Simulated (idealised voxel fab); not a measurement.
The process module that follows is named voxel trench capacitor.
Cross-sectional view cut (width: 145 nm; square cell size: 5 nm).
We lay out every cross-section as a grid of square cells and spell it out in bands from the top down, where one band means one or more rows of cells. The entry gives the band's vertical extent as a top height and a bottom height in nm, then its horizontal make-up as materials from left to right, each with a width in nm. "blank" stands for empty space; a single material marked "all across" fills the band edge to edge. Where do heights start? At 0: under that level the wafer as delivered is made of one material only. And the lowest band has no floor; it just carries on downward, as in "0 down". The notation "30 to 40" denotes a width that varies across the rows of cells in the band, beginning at the first number in the top row, finishing at the second number in the bottom row, and changing by an identical amount from each row to the next. Where a step carries "nothing altered", the cross-section came out of it unchanged, cell for cell. The list in "Tabulated closed voids" covers empty spaces of 8 cells or more that cannot reach the top through any open way, and it gives each as width x height at distance; the distance is from the left edge, and width, height and distance are in nm. Note: text after step settings on the step line = simulator remark on that step. overlay nm: for a step with a mask, the amount by which the mask lay right of where it was planned; a negative amount means left of it.

**The steps planned for the process are as follows**
1,RECEIVE (material Si)
2,CONFORMAL_DEP (material SiN; thk nm 10)
3,MASKED_ETCH (tone open; mask id TRENCH; width nm 30; pitch nm 45; etch materials SiN; depth nm 10; overlay nm 0)
4,MASKED_ETCH (tone open; mask id TRENCH; width nm 30; pitch nm 45; etch materials Si; depth nm 25; overlay nm 0)
5,CONFORMAL_DEP (material Al2O3; thk nm 5)
6,CONFORMAL_DEP (material TiN; thk nm 5)
7,FILL_DEP (material W; thk nm 10)
8,CMP (height nm 10)

**On the first of the two wafers: run conducted according to plan**

**Cross-section, incoming material, after step 1**
- 0 down = Si all across
- Tabulated closed voids: none

**after step 2**
- 10 to 0 = SiN all across
- Lower than 0, everything is as it was.

**after step 3**
- 10 to 0 = 35 of SiN / 30 of blank / 15 of SiN / 30 of blank / 35 of SiN
- Lower than 0, everything is as it was.

**after step 4**
- 10 to 0 = 35 of SiN / 30 of blank / 15 of SiN / 30 of blank / 35 of SiN
- 0 to -25 = 35 of Si / 30 of blank / 15 of Si / 30 of blank / 35 of Si
- Lower than -25, everything is as it was.

**after step 5**
- 15 to 10 = 40 of Al2O3 / 20 of blank / 25 of Al2O3 / 20 of blank / 40 of Al2O3
- 10 to 0 = 35 of SiN / 5 of Al2O3 / 20 of blank / 5 of Al2O3 / 15 of SiN / 5 of Al2O3 / 20 of blank / 5 of Al2O3 / 35 of SiN
- 0 to -20 = 35 of Si / 5 of Al2O3 / 20 of blank / 5 of Al2O3 / 15 of Si / 5 of Al2O3 / 20 of blank / 5 of Al2O3 / 35 of Si
- -20 to -25 = 35 of Si / 30 of Al2O3 / 15 of Si / 30 of Al2O3 / 35 of Si
- Lower than -25, everything is as it was.

**after step 6**
- 20 to 15 = 45 of TiN / 10 of blank / 35 of TiN / 10 of blank / 45 of TiN
- 15 to 10 = 40 of Al2O3 / 5 of TiN / 10 of blank / 5 of TiN / 25 of Al2O3 / 5 of TiN / 10 of blank / 5 of TiN / 40 of Al2O3
- 10 to 0 = 35 of SiN / 5 of Al2O3 / 5 of TiN / 10 of blank / 5 of TiN / 5 of Al2O3 / 15 of SiN / 5 of Al2O3 / 5 of TiN / 10 of blank / 5 of TiN / 5 of Al2O3 / 35 of SiN
- 0 to -15 = 35 of Si / 5 of Al2O3 / 5 of TiN / 10 of blank / 5 of TiN / 5 of Al2O3 / 15 of Si / 5 of Al2O3 / 5 of TiN / 10 of blank / 5 of TiN / 5 of Al2O3 / 35 of Si
- -15 to -20 = 35 of Si / 5 of Al2O3 / 20 of TiN / 5 of Al2O3 / 15 of Si / 5 of Al2O3 / 20 of TiN / 5 of Al2O3 / 35 of Si
- Lower than -20, everything is as it was.

**after step 7**
- 30 to 20 = W all across
- 20 to 15 = 45 of TiN / 10 of W / 35 of TiN / 10 of W / 45 of TiN
- 15 to 10 = 40 of Al2O3 / 5 of TiN / 10 of W / 5 of TiN / 25 of Al2O3 / 5 of TiN / 10 of W / 5 of TiN / 40 of Al2O3
- 10 to 0 = 35 of SiN / 5 of Al2O3 / 5 of TiN / 10 of W / 5 of TiN / 5 of Al2O3 / 15 of SiN / 5 of Al2O3 / 5 of TiN / 10 of W / 5 of TiN / 5 of Al2O3 / 35 of SiN
- 0 to -15 = 35 of Si / 5 of Al2O3 / 5 of TiN / 10 of W / 5 of TiN / 5 of Al2O3 / 15 of Si / 5 of Al2O3 / 5 of TiN / 10 of W / 5 of TiN / 5 of Al2O3 / 35 of Si
- Lower than -15, everything is as it was.

**after step 8**
- 10 to 0 = 35 of SiN / 5 of Al2O3 / 5 of TiN / 10 of W / 5 of TiN / 5 of Al2O3 / 15 of SiN / 5 of Al2O3 / 5 of TiN / 10 of W / 5 of TiN / 5 of Al2O3 / 35 of SiN
- Lower than 0, everything is as it was.

**Second wafer: same start and same plan as the first, one execution error; identical to the first through step 4**

**Second wafer at the planned finish of step 5, seen in cross-section**
- 15 to 10 = 40 of TiN / 20 of blank / 25 of TiN / 20 of blank / 40 of TiN
- 10 to 0 = 35 of SiN / 5 of TiN / 20 of blank / 5 of TiN / 15 of SiN / 5 of TiN / 20 of blank / 5 of TiN / 35 of SiN
- 0 to -20 = 35 of Si / 5 of TiN / 20 of blank / 5 of TiN / 15 of Si / 5 of TiN / 20 of blank / 5 of TiN / 35 of Si
- -20 to -25 = 35 of Si / 30 of TiN / 15 of Si / 30 of TiN / 35 of Si
- Lower than -25, everything is as it was.

**Second wafer at the planned finish of step 6, seen in cross-section**
- 20 to 15 = 45 of Al2O3 / 10 of blank / 35 of Al2O3 / 10 of blank / 45 of Al2O3
- 15 to 10 = 40 of TiN / 5 of Al2O3 / 10 of blank / 5 of Al2O3 / 25 of TiN / 5 of Al2O3 / 10 of blank / 5 of Al2O3 / 40 of TiN
- 10 to 0 = 35 of SiN / 5 of TiN / 5 of Al2O3 / 10 of blank / 5 of Al2O3 / 5 of TiN / 15 of SiN / 5 of TiN / 5 of Al2O3 / 10 of blank / 5 of Al2O3 / 5 of TiN / 35 of SiN
- 0 to -15 = 35 of Si / 5 of TiN / 5 of Al2O3 / 10 of blank / 5 of Al2O3 / 5 of TiN / 15 of Si / 5 of TiN / 5 of Al2O3 / 10 of blank / 5 of Al2O3 / 5 of TiN / 35 of Si
- -15 to -20 = 35 of Si / 5 of TiN / 20 of Al2O3 / 5 of TiN / 15 of Si / 5 of TiN / 20 of Al2O3 / 5 of TiN / 35 of Si
- Lower than -20, everything is as it was.

**Second wafer at the planned finish of step 7, seen in cross-section**
- 30 to 20 = W all across
- 20 to 15 = 45 of Al2O3 / 10 of W / 35 of Al2O3 / 10 of W / 45 of Al2O3
- 15 to 10 = 40 of TiN / 5 of Al2O3 / 10 of W / 5 of Al2O3 / 25 of TiN / 5 of Al2O3 / 10 of W / 5 of Al2O3 / 40 of TiN
- 10 to 0 = 35 of SiN / 5 of TiN / 5 of Al2O3 / 10 of W / 5 of Al2O3 / 5 of TiN / 15 of SiN / 5 of TiN / 5 of Al2O3 / 10 of W / 5 of Al2O3 / 5 of TiN / 35 of SiN
- 0 to -15 = 35 of Si / 5 of TiN / 5 of Al2O3 / 10 of W / 5 of Al2O3 / 5 of TiN / 15 of Si / 5 of TiN / 5 of Al2O3 / 10 of W / 5 of Al2O3 / 5 of TiN / 35 of Si
- Lower than -15, everything is as it was.

**Second wafer at the planned finish of step 8, seen in cross-section**
- 10 to 0 = 35 of SiN / 5 of TiN / 5 of Al2O3 / 10 of W / 5 of Al2O3 / 5 of TiN / 15 of SiN / 5 of TiN / 5 of Al2O3 / 10 of W / 5 of Al2O3 / 5 of TiN / 35 of SiN
- Lower than 0, everything is as it was.
Which mistake was made when the wafer was run? plan vs actual: 5 and 6 interchanged
Upon completion, the second wafer contains, in terms of cells, a greater or smaller amount of certain materials than the first wafer: 8 fewer of Al2O3; 8 more of TiN
